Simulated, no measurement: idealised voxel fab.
The process module presented herein is designated voxel wiring stack.
Square cells of 5 nm make up the cross-section cut, whose width is 190 nm.
When this document writes out a cross-section, it uses a grid of square cells and lists it as bands, beginning at the top and moving down, with a band standing for one or more rows of cells. What a band's entry tells you: where the top is and where the bottom is, as heights in nm, and after that what lies inside, material by material from left to right, each with its width in nm. Empty space is written as the word "blank", and a single material marked with the word "full width" occupies the band from edge to edge. It should be noted that heights are counted from 0, beneath which the wafer as supplied is of one material throughout, and that the lowest band possesses no lower boundary but continues downward, as written in "z 0 and below". The two numbers in a width such as "30..40" mark its ends across the band: the first belongs to the top row of cells, the second to the bottom row, and from each row to the next the width moves by the same amount. "no change occurred" after a step means that no cell of the cross-section changed. "Sealed void listing" lists enclosed empty spaces (at least 8 cells, no open path upward to the top), each as width x height at distance from the left edge, in nm. What comes after the settings on a step's line is commentary from the simulator itself on that step. You can add "overlay nm" to a step's line. For a step with a mask, it describes how far the mask lay to the right of its planned position, and a negative number describes a lay to the left.
Listed below are the process steps as planned:
1: RECEIVE: material Si
2: CONFORMAL_DEP: material SiO2, thk nm 10
3: CONFORMAL_DEP: material SiCN, thk nm 5
4: DIRECTIONAL_DEP: material SiO2, thk nm 20
5: DIRECTIONAL_DEP: material aC, thk nm 10
6: PATTERN: tone open, mask id METAL_1, material resist, width nm 20, pitch nm 40, thk nm 30, overlay nm 0
7: DIRECTIONAL_ETCH: etch materials aC, depth nm 10
8: STRIP: etch materials resist
9: DIRECTIONAL_ETCH: etch materials SiO2, depth nm 20
10: DIRECTIONAL_ETCH: etch materials SiCN, depth nm 5
11: STRIP: etch materials aC
12: CONFORMAL_DEP: material TiN, thk nm 5
13: FILL_DEP: material Cu, thk nm 5
14: CMP: height nm 35
15: CONFORMAL_DEP: material SiCN, thk nm 5
16: DIRECTIONAL_DEP: material SiO2, thk nm 30
17: DIRECTIONAL_DEP: material aC, thk nm 10
18: PATTERN: tone open, mask id METAL_2, material resist, width nm 20, pitch nm 40, thk nm 30, overlay nm 0
19: DIRECTIONAL_ETCH: etch materials aC, depth nm 10
20: STRIP: etch materials resist
21: DIRECTIONAL_ETCH: etch materials SiO2, depth nm 15
22: STRIP: etch materials aC
23: PATTERN: tone open, mask id METAL_2_HOLES, material resist, width nm 15, pitch nm 80, thk nm 20, overlay nm 0
24: DIRECTIONAL_ETCH: etch materials SiO2, depth nm 15
25: DIRECTIONAL_ETCH: etch materials SiCN, depth nm 5
26: STRIP: etch materials resist
27: CONFORMAL_DEP: material TiN, thk nm 5
28: FILL_DEP: material Ru, thk nm 10
29: CMP: height nm 70
30: CONFORMAL_DEP: material SiN, thk nm 5
First of two wafers, processed according to plan:
Cross-section of the wafer as it came to us, i.e., already through step 1:
z 0 and below | Si full width
Sealed void listing: none
Presented here is a cross-section of the wafer after step 2 has been performed:
z 10 to 0 | SiO2 full width
Beneath the level 0, the cross-section is identical to its previous state.
Presented here is a cross-section of the wafer after step 3 has been performed:
z 15 to 10 | SiCN full width
Beneath the level 10, the cross-section is identical to its previous state.
Presented here is a cross-section of the wafer after step 4 has been performed:
z 35 to 15 | SiO2 full width
Beneath the level 15, the cross-section is identical to its previous state.
Presented here is a cross-section of the wafer after step 5 has been performed:
z 45 to 35 | aC full width
Beneath the level 35, the cross-section is identical to its previous state.
Presented here is a cross-section of the wafer after step 6 has been performed:
z 75 to 45 | resist: 25 / blank: 20 / resist: 20 / blank: 20 / resist: 20 / blank: 20 / resist: 20 / blank: 20 / resist: 25
Beneath the level 45, the cross-section is identical to its previous state.
Presented here is a cross-section of the wafer after step 7 has been performed:
z 65 to 45 | resist: 25 / blank: 20 / resist: 20 / blank: 20 / resist: 20 / blank: 20 / resist: 20 / blank: 20 / resist: 25
z 45 to 35 | aC: 25 / blank: 20 / aC: 20 / blank: 20 / aC: 20 / blank: 20 / aC: 20 / blank: 20 / aC: 25
Beneath the level 35, the cross-section is identical to its previous state.
Presented here is a cross-section of the wafer after step 8 has been performed:
z 45 to 35 | aC: 25 / blank: 20 / aC: 20 / blank: 20 / aC: 20 / blank: 20 / aC: 20 / blank: 20 / aC: 25
Beneath the level 35, the cross-section is identical to its previous state.
Presented here is a cross-section of the wafer after step 9 has been performed:
z 45 to 35 | aC: 25 / blank: 20 / aC: 20 / blank: 20 / aC: 20 / blank: 20 / aC: 20 / blank: 20 / aC: 25
z 35 to 15 | SiO2: 25 / blank: 20 / SiO2: 20 / blank: 20 / SiO2: 20 / blank: 20 / SiO2: 20 / blank: 20 / SiO2: 25
Beneath the level 15, the cross-section is identical to its previous state.
Presented here is a cross-section of the wafer after step 10 has been performed:
z 45 to 35 | aC: 25 / blank: 20 / aC: 20 / blank: 20 / aC: 20 / blank: 20 / aC: 20 / blank: 20 / aC: 25
z 35 to 15 | SiO2: 25 / blank: 20 / SiO2: 20 / blank: 20 / SiO2: 20 / blank: 20 / SiO2: 20 / blank: 20 / SiO2: 25
z 15 to 10 | SiCN: 25 / blank: 20 / SiCN: 20 / blank: 20 / SiCN: 20 / blank: 20 / SiCN: 20 / blank: 20 / SiCN: 25
Beneath the level 10, the cross-section is identical to its previous state.
Presented here is a cross-section of the wafer after step 11 has been performed:
z 35 to 15 | SiO2: 25 / blank: 20 / SiO2: 20 / blank: 20 / SiO2: 20 / blank: 20 / SiO2: 20 / blank: 20 / SiO2: 25
Beneath the level 15, the cross-section is identical to its previous state.
Presented here is a cross-section of the wafer after step 12 has been performed:
z 40 to 35 | TiN: 30 / blank: 10 / TiN: 30 / blank: 10 / TiN: 30 / blank: 10 / TiN: 30 / blank: 10 / TiN: 30
z 35 to 15 | SiO2: 25 / TiN: 5 / blank: 10 / TiN: 5 / SiO2: 20 / TiN: 5 / blank: 10 / TiN: 5 / SiO2: 20 / TiN: 5 / blank: 10 / TiN: 5 / SiO2: 20 / TiN: 5 / blank: 10 / TiN: 5 / SiO2: 25
z 15 to 10 | SiCN: 25 / TiN: 20 / SiCN: 20 / TiN: 20 / SiCN: 20 / TiN: 20 / SiCN: 20 / TiN: 20 / SiCN: 25
Beneath the level 10, the cross-section is identical to its previous state.
Presented here is a cross-section of the wafer after step 13 has been performed:
z 45 to 40 | Cu full width
z 40 to 35 | TiN: 30 / Cu: 10 / TiN: 30 / Cu: 10 / TiN: 30 / Cu: 10 / TiN: 30 / Cu: 10 / TiN: 30
z 35 to 15 | SiO2: 25 / TiN: 5 / Cu: 10 / TiN: 5 / SiO2: 20 / TiN: 5 / Cu: 10 / TiN: 5 / SiO2: 20 / TiN: 5 / Cu: 10 / TiN: 5 / SiO2: 20 / TiN: 5 / Cu: 10 / TiN: 5 / SiO2: 25
Beneath the level 15, the cross-section is identical to its previous state.
Presented here is a cross-section of the wafer after step 14 has been performed:
z 35 to 15 | SiO2: 25 / TiN: 5 / Cu: 10 / TiN: 5 / SiO2: 20 / TiN: 5 / Cu: 10 / TiN: 5 / SiO2: 20 / TiN: 5 / Cu: 10 / TiN: 5 / SiO2: 20 / TiN: 5 / Cu: 10 / TiN: 5 / SiO2: 25
Beneath the level 15, the cross-section is identical to its previous state.
Presented here is a cross-section of the wafer after step 15 has been performed:
z 40 to 35 | SiCN full width
Beneath the level 35, the cross-section is identical to its previous state.
Presented here is a cross-section of the wafer after step 16 has been performed:
z 70 to 40 | SiO2 full width
Beneath the level 40, the cross-section is identical to its previous state.
Presented here is a cross-section of the wafer after step 17 has been performed:
z 80 to 70 | aC full width
Beneath the level 70, the cross-section is identical to its previous state.
Presented here is a cross-section of the wafer after step 18 has been performed:
z 110 to 80 | resist: 25 / blank: 20 / resist: 20 / blank: 20 / resist: 20 / blank: 20 / resist: 20 / blank: 20 / resist: 25
Beneath the level 80, the cross-section is identical to its previous state.
Presented here is a cross-section of the wafer after step 19 has been performed:
z 100 to 80 | resist: 25 / blank: 20 / resist: 20 / blank: 20 / resist: 20 / blank: 20 / resist: 20 / blank: 20 / resist: 25
z 80 to 70 | aC: 25 / blank: 20 / aC: 20 / blank: 20 / aC: 20 / blank: 20 / aC: 20 / blank: 20 / aC: 25
Beneath the level 70, the cross-section is identical to its previous state.
Presented here is a cross-section of the wafer after step 20 has been performed:
z 80 to 70 | aC: 25 / blank: 20 / aC: 20 / blank: 20 / aC: 20 / blank: 20 / aC: 20 / blank: 20 / aC: 25
Beneath the level 70, the cross-section is identical to its previous state.
Presented here is a cross-section of the wafer after step 21 has been performed:
z 80 to 70 | aC: 25 / blank: 20 / aC: 20 / blank: 20 / aC: 20 / blank: 20 / aC: 20 / blank: 20 / aC: 25
z 70 to 55 | SiO2: 25 / blank: 20 / SiO2: 20 / blank: 20 / SiO2: 20 / blank: 20 / SiO2: 20 / blank: 20 / SiO2: 25
Beneath the level 55, the cross-section is identical to its previous state.
Presented here is a cross-section of the wafer after step 22 has been performed:
z 70 to 55 | SiO2: 25 / blank: 20 / SiO2: 20 / blank: 20 / SiO2: 20 / blank: 20 / SiO2: 20 / blank: 20 / SiO2: 25
Beneath the level 55, the cross-section is identical to its previous state.
Presented here is a cross-section of the wafer after step 23 has been performed:
z 90 to 70 | resist: 25 / blank: 15 / resist: 65 / blank: 15 / resist: 70
z 70 to 55 | SiO2: 25 / blank: 15 / resist: 5 / SiO2: 20 / resist: 20 / SiO2: 20 / blank: 15 / resist: 5 / SiO2: 20 / resist: 20 / SiO2: 25
Beneath the level 55, the cross-section is identical to its previous state.
Presented here is a cross-section of the wafer after step 24 has been performed:
z 90 to 70 | resist: 25 / blank: 15 / resist: 65 / blank: 15 / resist: 70
z 70 to 55 | SiO2: 25 / blank: 15 / resist: 5 / SiO2: 20 / resist: 20 / SiO2: 20 / blank: 15 / resist: 5 / SiO2: 20 / resist: 20 / SiO2: 25
z 55 to 40 | SiO2: 25 / blank: 15 / SiO2: 65 / blank: 15 / SiO2: 70
Beneath the level 40, the cross-section is identical to its previous state.
Presented here is a cross-section of the wafer after step 25 has been performed:
z 90 to 70 | resist: 25 / blank: 15 / resist: 65 / blank: 15 / resist: 70
z 70 to 55 | SiO2: 25 / blank: 15 / resist: 5 / SiO2: 20 / resist: 20 / SiO2: 20 / blank: 15 / resist: 5 / SiO2: 20 / resist: 20 / SiO2: 25
z 55 to 40 | SiO2: 25 / blank: 15 / SiO2: 65 / blank: 15 / SiO2: 70
z 40 to 35 | SiCN: 25 / blank: 15 / SiCN: 65 / blank: 15 / SiCN: 70
Beneath the level 35, the cross-section is identical to its previous state.
Presented here is a cross-section of the wafer after step 26 has been performed:
z 70 to 55 | SiO2: 25 / blank: 20 / SiO2: 20 / blank: 20 / SiO2: 20 / blank: 20 / SiO2: 20 / blank: 20 / SiO2: 25
Beneath the level 55, the cross-section is identical to its previous state.
Presented here is a cross-section of the wafer after step 27 has been performed:
z 75 to 70 | TiN: 30 / blank: 10 / TiN: 30 / blank: 10 / TiN: 30 / blank: 10 / TiN: 30 / blank: 10 / TiN: 30
z 70 to 60 | SiO2: 25 / TiN: 5 / blank: 10 / TiN: 5 / SiO2: 20 / TiN: 5 / blank: 10 / TiN: 5 / SiO2: 20 / TiN: 5 / blank: 10 / TiN: 5 / SiO2: 20 / TiN: 5 / blank: 10 / TiN: 5 / SiO2: 25
z 60 to 55 | SiO2: 25 / TiN: 5 / blank: 5 / TiN: 10 / SiO2: 20 / TiN: 20 / SiO2: 20 / TiN: 5 / blank: 5 / TiN: 10 / SiO2: 20 / TiN: 20 / SiO2: 25
z 55 to 40 | SiO2: 25 / TiN: 5 / blank: 5 / TiN: 5 / SiO2: 65 / TiN: 5 / blank: 5 / TiN: 5 / SiO2: 70
z 40 to 35 | SiCN: 25 / TiN: 15 / SiCN: 65 / TiN: 15 / SiCN: 70
Beneath the level 35, the cross-section is identical to its previous state.
Presented here is a cross-section of the wafer after step 28 has been performed:
z 85 to 75 | Ru full width
z 75 to 70 | TiN: 30 / Ru: 10 / TiN: 30 / Ru: 10 / TiN: 30 / Ru: 10 / TiN: 30 / Ru: 10 / TiN: 30
z 70 to 60 | SiO2: 25 / TiN: 5 / Ru: 10 / TiN: 5 / SiO2: 20 / TiN: 5 / Ru: 10 / TiN: 5 / SiO2: 20 / TiN: 5 / Ru: 10 / TiN: 5 / SiO2: 20 / TiN: 5 / Ru: 10 / TiN: 5 / SiO2: 25
z 60 to 55 | SiO2: 25 / TiN: 5 / Ru: 5 / TiN: 10 / SiO2: 20 / TiN: 20 / SiO2: 20 / TiN: 5 / Ru: 5 / TiN: 10 / SiO2: 20 / TiN: 20 / SiO2: 25
z 55 to 40 | SiO2: 25 / TiN: 5 / Ru: 5 / TiN: 5 / SiO2: 65 / TiN: 5 / Ru: 5 / TiN: 5 / SiO2: 70
Beneath the level 40, the cross-section is identical to its previous state.
Presented here is a cross-section of the wafer after step 29 has been performed:
z 70 to 60 | SiO2: 25 / TiN: 5 / Ru: 10 / TiN: 5 / SiO2: 20 / TiN: 5 / Ru: 10 / TiN: 5 / SiO2: 20 / TiN: 5 / Ru: 10 / TiN: 5 / SiO2: 20 / TiN: 5 / Ru: 10 / TiN: 5 / SiO2: 25
Beneath the level 60, the cross-section is identical to its previous state.
Presented here is a cross-section of the wafer after step 30 has been performed:
z 75 to 70 | SiN full width
Beneath the level 70, the cross-section is identical to its previous state.
Notes, second wafer: start = first wafer's, plan = first wafer's, execution had one mistake; history identical to first through step 20:
The second wafer cut through, at the time step 21 was supposed to be finished:
z 80 to 70 | aC: 25 / blank: 20 / aC: 20 / blank: 20 / aC: 20 / blank: 20 / aC: 20 / blank: 20 / aC: 25
z 70 to 40 | SiO2: 25 / blank: 20 / SiO2: 20 / blank: 20 / SiO2: 20 / blank: 20 / SiO2: 20 / blank: 20 / SiO2: 25
Beneath the level 40, the cross-section is identical to its previous state.
The second wafer cut through, at the time step 22 was supposed to be finished:
z 70 to 40 | SiO2: 25 / blank: 20 / SiO2: 20 / blank: 20 / SiO2: 20 / blank: 20 / SiO2: 20 / blank: 20 / SiO2: 25
Beneath the level 40, the cross-section is identical to its previous state.
The second wafer cut through, at the time step 23 was supposed to be finished:
z 90 to 70 | resist: 25 / blank: 15 / resist: 65 / blank: 15 / resist: 70
z 70 to 40 | SiO2: 25 / blank: 15 / resist: 5 / SiO2: 20 / resist: 20 / SiO2: 20 / blank: 15 / resist: 5 / SiO2: 20 / resist: 20 / SiO2: 25
Beneath the level 40, the cross-section is identical to its previous state.
The second wafer cut through, at the time step 24 was supposed to be finished: no change occurred
The second wafer cut through, at the time step 25 was supposed to be finished:
z 90 to 70 | resist: 25 / blank: 15 / resist: 65 / blank: 15 / resist: 70
z 70 to 40 | SiO2: 25 / blank: 15 / resist: 5 / SiO2: 20 / resist: 20 / SiO2: 20 / blank: 15 / resist: 5 / SiO2: 20 / resist: 20 / SiO2: 25
z 40 to 35 | SiCN: 25 / blank: 15 / SiCN: 65 / blank: 15 / SiCN: 70
Beneath the level 35, the cross-section is identical to its previous state.
The second wafer cut through, at the time step 26 was supposed to be finished:
z 70 to 40 | SiO2: 25 / blank: 20 / SiO2: 20 / blank: 20 / SiO2: 20 / blank: 20 / SiO2: 20 / blank: 20 / SiO2: 25
Beneath the level 40, the cross-section is identical to its previous state.
The second wafer cut through, at the time step 27 was supposed to be finished:
z 75 to 70 | TiN: 30 / blank: 10 / TiN: 30 / blank: 10 / TiN: 30 / blank: 10 / TiN: 30 / blank: 10 / TiN: 30
z 70 to 45 | SiO2: 25 / TiN: 5 / blank: 10 / TiN: 5 / SiO2: 20 / TiN: 5 / blank: 10 / TiN: 5 / SiO2: 20 / TiN: 5 / blank: 10 / TiN: 5 / SiO2: 20 / TiN: 5 / blank: 10 / TiN: 5 / SiO2: 25
z 45 to 40 | SiO2: 25 / TiN: 5 / blank: 5 / TiN: 10 / SiO2: 20 / TiN: 20 / SiO2: 20 / TiN: 5 / blank: 5 / TiN: 10 / SiO2: 20 / TiN: 20 / SiO2: 25
z 40 to 35 | SiCN: 25 / TiN: 15 / SiCN: 65 / TiN: 15 / SiCN: 70
Beneath the level 35, the cross-section is identical to its previous state.
The second wafer cut through, at the time step 28 was supposed to be finished:
z 85 to 75 | Ru full width
z 75 to 70 | TiN: 30 / Ru: 10 / TiN: 30 / Ru: 10 / TiN: 30 / Ru: 10 / TiN: 30 / Ru: 10 / TiN: 30
z 70 to 45 | SiO2: 25 / TiN: 5 / Ru: 10 / TiN: 5 / SiO2: 20 / TiN: 5 / Ru: 10 / TiN: 5 / SiO2: 20 / TiN: 5 / Ru: 10 / TiN: 5 / SiO2: 20 / TiN: 5 / Ru: 10 / TiN: 5 / SiO2: 25
z 45 to 40 | SiO2: 25 / TiN: 5 / Ru: 5 / TiN: 10 / SiO2: 20 / TiN: 20 / SiO2: 20 / TiN: 5 / Ru: 5 / TiN: 10 / SiO2: 20 / TiN: 20 / SiO2: 25
Beneath the level 40, the cross-section is identical to its previous state.
The second wafer cut through, at the time step 29 was supposed to be finished:
z 70 to 45 | SiO2: 25 / TiN: 5 / Ru: 10 / TiN: 5 / SiO2: 20 / TiN: 5 / Ru: 10 / TiN: 5 / SiO2: 20 / TiN: 5 / Ru: 10 / TiN: 5 / SiO2: 20 / TiN: 5 / Ru: 10 / TiN: 5 / SiO2: 25
Beneath the level 45, the cross-section is identical to its previous state.
The second wafer cut through, at the time step 30 was supposed to be finished:
z 75 to 70 | SiN full width
Beneath the level 70, the cross-section is identical to its previous state.
Deviation noted in wafer processing: plan step 21 was twice executed
In the final state, the cell counts of the second wafer exceed or fall short of those of the first for the following materials: Ru: 18 more | SiO2: 30 fewer | TiN: 12 more
